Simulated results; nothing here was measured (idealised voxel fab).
A process module follows: voxel capacitor over wiring.
FYI the section here is cut, 285 nm wide, cells are 5 nm squares.
In this document a cross-section is written as a grid of square cells. It is given as a series of bands, listed from the top down, and a band is one or more rows of cells.
Each band's line starts with the height of the band's top and of its bottom, in nm. Then come its materials from left to right, each with its width in nm. One material with "throughout" fills the band from edge to edge. "empty" is empty space.
Convention: height 0 is the level below which the wafer, as received, is all one material. The lowest band does not terminate at the bottom but continues downward, represented as "0 and below".
A width such as "30 to 40" changes by the same amount from each row of cells to the next, from the band's top row to its bottom row.
You'll sometimes find "no alteration" written for a step, and that's the way of saying that nowhere in the cross-section did a cell change during that step.
The entry titled "Closed-off voids" provides the empty spaces that have no open way to the top, restricted to those of 8 cells or more. Each is presented as width x height at distance, the distance being measured from the left edge, with all three in nm.
Post-settings text on a step line: simulator's own remark regarding the step.
Steps that use a mask can have "overlay nm" on their line. It says how far the mask sat to the right of where it was meant to be. Negative means to the left.

-- Process steps - plan
1. op RECEIVE | material Si
2. op CONFORMAL_DEP | material SiO2 | thk nm 10
3. op CONFORMAL_DEP | material SiN | thk nm 5
4. op DIRECTIONAL_DEP | material SiO2 | thk nm 20
5. op MASKED_ETCH | tone open | mask id METAL_1 | width nm 30 | pitch nm 80 | etch materials SiO2 | depth nm 20 | overlay nm 0
6. op MASKED_ETCH | tone open | mask id METAL_1 | width nm 30 | pitch nm 80 | etch materials SiN | depth nm 5 | overlay nm 0
7. op CONFORMAL_DEP | material TiN | thk nm 5
8. op FILL_DEP | material W | thk nm 10
9. op CMP | height nm 35
10. op CONFORMAL_DEP | material SiCN | thk nm 5
11. op DIRECTIONAL_DEP | material lowk | thk nm 20
12. op PATTERN | tone open | mask id PLUG_1 | material resist | width nm 15 | thk nm 20 | overlay nm 0
13. op DIRECTIONAL_ETCH | etch materials lowk | depth nm 20
14. op DIRECTIONAL_ETCH | etch materials SiCN | depth nm 5
15. op STRIP | etch materials resist
16. op CONFORMAL_DEP | material TiN | thk nm 5
17. op FILL_DEP | material Cu | thk nm 10
18. op CMP | height nm 55
19. op DIRECTIONAL_DEP | material TiN | thk nm 5
20. op DIRECTIONAL_DEP | material SiN | thk nm 5
21. op DIRECTIONAL_DEP | material TiN | thk nm 10
22. op MASKED_ETCH | tone cover | mask id UPPER_PLATE | width nm 55 | etch materials TiN | depth nm 10 | overlay nm 0
23. op MASKED_ETCH | tone cover | mask id UPPER_PLATE | width nm 55 | etch materials SiN | depth nm 5 | overlay nm 0
24. op DIRECTIONAL_DEP | material aC | thk nm 10
25. op PATTERN | tone cover | mask id LOWER_PLATE | material resist | width nm 65 | thk nm 30 | overlay nm 0
26. op DIRECTIONAL_ETCH | etch materials aC | depth nm 10
27. op STRIP | etch materials resist
28. op DIRECTIONAL_ETCH | etch materials TiN | depth nm 5
29. op STRIP | etch materials aC
30. op FILL_DEP | material SiO2 | thk nm 15
31. op CMP | height nm 90
32. op MASKED_ETCH | tone open | mask id PLUG_2 | width nm 15 | etch materials SiO2 | depth nm 10 | overlay nm 0
33. op CONFORMAL_DEP | material TiN | thk nm 5
34. op FILL_DEP | material Ru | thk nm 5
35. op CMP | height nm 90
36. op CONFORMAL_DEP | material SiN | thk nm 5
The wafers in this document start out alike and differ in the height nm applied at step 18; the plan shows the value used for the first wafer.

-- Cross-section of the first of several received wafers, showing its state after step 1
  0 and below  Si throughout
  Closed-off voids: none

-- Last step of the module is step 36; after it, the first of several wafers in cross-section
  95 down to 90  SiN throughout
  90 down to 85  110 of SiO2; 5 of TiN; 5 of Ru; 5 of TiN; 160 of SiO2
  85 down to 80  110 of SiO2; 15 of TiN; 160 of SiO2
  80 down to 75  SiO2 throughout
  75 down to 65  100 of SiO2; 55 of TiN; 130 of SiO2
  65 down to 60  100 of SiO2; 55 of SiN; 130 of SiO2
  60 down to 55  95 of SiO2; 65 of TiN; 125 of SiO2
  55 down to 40  100 of lowk; 5 of TiN; 5 of Cu; 5 of TiN; 170 of lowk
  40 down to 35  100 of SiCN; 15 of TiN; 170 of SiCN
  35 down to 15  85 of SiO2; 5 of TiN; 20 of W; 5 of TiN; 50 of SiO2; 5 of TiN; 20 of W; 5 of TiN; 90 of SiO2
  15 down to 10  85 of SiN; 30 of TiN; 50 of SiN; 30 of TiN; 90 of SiN
  10 down to 0  SiO2 throughout
  0 and below  Si throughout
  Closed-off voids: none

-- Cross-section, last wafer, module completion
  95 down to 90  SiN throughout
  90 down to 85  100 of SiO2; 55 of TiN; 130 of SiO2
  85 down to 80  100 of SiO2; 55 of SiN; 130 of SiO2
  80 down to 75  95 of SiO2; 65 of TiN; 125 of SiO2
  75 down to 65  Cu throughout
  65 down to 60  105 of TiN; 5 of Cu; 175 of TiN
  60 down to 40  100 of lowk; 5 of TiN; 5 of Cu; 5 of TiN; 170 of lowk
  40 down to 35  100 of SiCN; 15 of TiN; 170 of SiCN
  35 down to 15  85 of SiO2; 5 of TiN; 20 of W; 5 of TiN; 50 of SiO2; 5 of TiN; 20 of W; 5 of TiN; 90 of SiO2
  15 down to 10  85 of SiN; 30 of TiN; 50 of SiN; 30 of TiN; 90 of SiN
  10 down to 0  SiO2 throughout
  0 and below  Si throughout
  Closed-off voids: none

-- Note: the following table is arranged by wafer, a row apiece. Each row reports the end-of-module state: per material, cells gained (+) or cells lost (-) compared with the wafer as received; closed voids follow
height nm 55; +3 Cu; +1 Ru; +54 SiCN; +113 SiN; +641 SiO2; +77 TiN; +32 W; +162 lowk; Closed-off voids: none
height nm 60; +4 Cu; +1 Ru; +54 SiCN; +113 SiN; +584 SiO2; +79 TiN; +32 W; +216 lowk; Closed-off voids: none
height nm 65; +5 Cu; +54 SiCN; +113 SiN; +530 SiO2; +133 TiN; +32 W; +216 lowk; Closed-off voids: none
height nm 70; +62 Cu; +54 SiCN; +113 SiN; +476 SiO2; +130 TiN; +32 W; +216 lowk; Closed-off voids: none
height nm 75; +119 Cu; +54 SiCN; +113 SiN; +430 SiO2; +119 TiN; +32 W; +216 lowk; Closed-off voids: none
